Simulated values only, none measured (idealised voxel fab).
Title: Process Module voxel self aligned contacts
Cross-sectional view cut (width: 230 nm; square cell size: 5 nm).
Cross-sections here: square-cell grids, written as top-down lists of bands, a band being one or more rows of cells. Quick guide to a band line: top height, bottom height (nm) up front; then every material left to right with its width in nm. Only one material and it's marked "edge to edge"? Then it fills the band edge to edge. And "blank" just means empty space. Height datum 0, below which the as-received substrate wafer is one material. Lowest band open at the bottom, running downward: "0 nm and below". Read "30..40" as a graded width: first number on top, second number at the bottom, same change between each pair of neighbouring rows. What does "nothing changed" mean for a step? It means no cell of the cross-section changed in that step. In "Enclosed void entries" the enclosed voids are listed, meaning empty spaces of 8 cells or larger without any opening to the top. The form is width x height at distance, distance from the left edge, units nm. Read whatever lies past the settings on a step's line as the simulator's own remark about the step. If you see "overlay nm" on a step's line and that step has a mask, it's telling you how far right of where it was planned the mask ended up; a negative number means it went left instead.
-- The following list gives the planned process steps
| 1 | RECEIVE,material Si |
| 2 | OXIDIZE,depth nm 5 |
| 3 | DIRECTIONAL_DEP,material polySi,thk nm 30 |
| 4 | DIRECTIONAL_DEP,material SiN,thk nm 25 |
| 5 | MASKED_ETCH,tone cover,mask id GATE,width nm 35,pitch nm 80,etch materials SiN,depth nm 25,overlay nm 0 |
| 6 | MASKED_ETCH,tone cover,mask id GATE,width nm 35,pitch nm 80,etch materials polySi,depth nm 30,overlay nm 0 |
| 7 | CONFORMAL_DEP,material SiN,thk nm 10 |
| 8 | DIRECTIONAL_ETCH,etch materials SiN,depth nm 10 |
| 9 | FILL_DEP,material SiO2,thk nm 15 |
| 10 | CMP,height nm 65 |
| 11 | PATTERN,tone open,mask id CONTACT,material resist,width nm 65,pitch nm 80,thk nm 15,overlay nm 0 |
| 12 | DIRECTIONAL_ETCH,etch materials SiO2,depth nm 70 |
| 13 | STRIP,etch materials resist |
| 14 | CONFORMAL_DEP,material TiN,thk nm 5 |
| 15 | FILL_DEP,material Ru,thk nm 5 |
| 16 | CMP,height nm 65 |
| 17 | CONFORMAL_DEP,material SiCN,thk nm 5 |
-- As received (post step 1): cross-section
0 nm and below = Si edge to edge
Enclosed void entries: none
-- first wafer at the end, as planned
70 nm to 65 nm = SiCN edge to edge
65 nm to 55 nm = SiO2 40 nm / TiN 5..25 nm / Ru 55..15 nm / TiN 5..25 nm / SiO2 15 nm / TiN 5..25 nm / Ru 55..15 nm / TiN 5..25 nm / SiO2 45 nm
55 nm to 30 nm = SiO2 5 nm / SiN 55 nm / TiN 5 nm / Ru 15 nm / TiN 5 nm / SiN 55 nm / TiN 5 nm / Ru 15 nm / TiN 5 nm / SiN 55 nm / SiO2 10 nm
30 nm to 0 nm = SiO2 5 nm / SiN 10 nm / polySi 35 nm / SiN 10 nm / TiN 5 nm / Ru 15 nm / TiN 5 nm / SiN 10 nm / polySi 35 nm / SiN 10 nm / TiN 5 nm / Ru 15 nm / TiN 5 nm / SiN 10 nm / polySi 35 nm / SiN 10 nm / SiO2 10 nm
0 nm to -5 nm = SiO2 60 nm / TiN 25 nm / SiO2 55 nm / TiN 25 nm / SiO2 65 nm
-5 nm and below = Si edge to edge
Enclosed void entries: none
-- Wafer two cross-section, module end. Start and plan unchanged from wafer one; one mistake made during the run
70 nm to 65 nm = SiCN edge to edge
65 nm to 55 nm = SiO2 40 nm / TiN 5..25 nm / Ru 55..15 nm / TiN 5..25 nm / SiO2 15 nm / TiN 5..25 nm / Ru 55..15 nm / TiN 5..25 nm / SiO2 45 nm
55 nm to 30 nm = SiO2 5 nm / SiN 55 nm / TiN 5 nm / Ru 15 nm / TiN 5 nm / SiN 55 nm / TiN 5 nm / Ru 15 nm / TiN 5 nm / SiN 55 nm / SiO2 10 nm
30 nm to 15 nm = SiO2 5 nm / SiN 10 nm / polySi 35 nm / SiN 10 nm / TiN 5 nm / Ru 15 nm / TiN 5 nm / SiN 10 nm / polySi 35 nm / SiN 10 nm / TiN 5 nm / Ru 15 nm / TiN 5 nm / SiN 10 nm / polySi 35 nm / SiN 10 nm / SiO2 10 nm
15 nm to 10 nm = SiO2 5 nm / SiN 10 nm / polySi 35 nm / SiN 10 nm / TiN 25 nm / SiN 10 nm / polySi 35 nm / SiN 10 nm / TiN 25 nm / SiN 10 nm / polySi 35 nm / SiN 10 nm / SiO2 10 nm
10 nm to 0 nm = SiN 15 nm / polySi 35 nm / SiN 45 nm / polySi 35 nm / SiN 45 nm / polySi 35 nm / SiN 20 nm
0 nm to -5 nm = SiO2 edge to edge
-5 nm and below = Si edge to edge
Enclosed void entries: none
What broke from the plan during processing? steps 7 and 8 run out of order (swapped)
In the final state, the cell counts of the second wafer exceed or fall short of those of the first for the following materials: Ru: 18 fewer, SiN: 26 more, SiO2: 4 more, TiN: 12 fewer
